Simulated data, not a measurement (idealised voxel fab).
process module | voxel plated lines
cross-section cut | 265 nm wide | cells 5 nm
A cross-section is a grid of square cells, given in bands from the top down. A band is one or more rows of cells.
Each band's line starts with the height of the band's top and of its bottom, in nm. Then come its materials from left to right, each with its width in nm. One material with "throughout" fills the band from edge to edge. "air" is empty space.
Height 0 is the level under which the wafer as received is all one material. The lowest band goes on downwards, as in "0 down".
A width such as "30 to 40" changes by the same amount from each row of cells to the next, from the band's top row to its bottom row.
"no change" after a step means that no cell of the cross-section changed.
closed voids: empty space of 8 cells or more with no open way to the top, each as width x height at its distance from the left edge, in nm
after a step's settings: what the simulator itself notes on the step
overlay nm, on a step with a mask: how far to the right of its planned place the mask lay; to the left if negative
plan
1 op RECEIVE | material Si
2 op CONFORMAL_DEP | material SiN | thk nm 10
3 op DIRECTIONAL_DEP | material TiN | thk nm 5
4 op PATTERN | tone open | mask id LINES | material resist | width nm 25 | pitch nm 50 | thk nm 15 | overlay nm 0
5 op EPI | material Ru | thk nm 10
6 op STRIP | etch materials resist
7 op DIRECTIONAL_ETCH | etch materials TiN | depth nm 5
8 op CONFORMAL_DEP | material SiO2 | thk nm 10
as received, after step 1
  0 down: Si throughout
  closed voids: none
first wafer at the end, as planned
  35 to 25: air 60 | SiO2 45 | air 5 | SiO2 45 | air 5 | SiO2 45 | air 60
  25 to 20: air 60 | SiO2 10 | Ru 25 | SiO2 10 | air 5 | SiO2 10 | Ru 25 | SiO2 10 | air 5 | SiO2 10 | Ru 25 | SiO2 10 | air 60
  20 to 15: SiO2 70 | Ru 25 | SiO2 25 | Ru 25 | SiO2 25 | Ru 25 | SiO2 70
  15 to 10: SiO2 70 | TiN 25 | SiO2 25 | TiN 25 | SiO2 25 | TiN 25 | SiO2 70
  10 to 0: SiN throughout
  0 down: Si throughout
  closed voids: none
second wafer at the end: like start, like plan, one mistake
  45 to 35: air 55 | SiO2 155 | air 55
  35 to 30: air 55 | SiO2 10 | Ru 35 | SiO2 15 | Ru 35 | SiO2 15 | Ru 35 | SiO2 10 | air 55
  30 to 20: air 55 | SiO2 15 | Ru 25 | SiO2 25 | Ru 25 | SiO2 25 | Ru 25 | SiO2 15 | air 55
  20 to 15: SiO2 70 | Ru 25 | SiO2 25 | Ru 25 | SiO2 25 | Ru 25 | SiO2 70
  15 to 10: SiO2 65 | TiN 35 | SiO2 15 | TiN 35 | SiO2 15 | TiN 35 | SiO2 65
  10 to 0: SiN throughout
  0 down: Si throughout
  closed voids: none
what went wrong: step 5 was run twice
at the end the second wafer has, in cells: 36 more of Ru | 32 more of SiO2 | 6 more of TiN
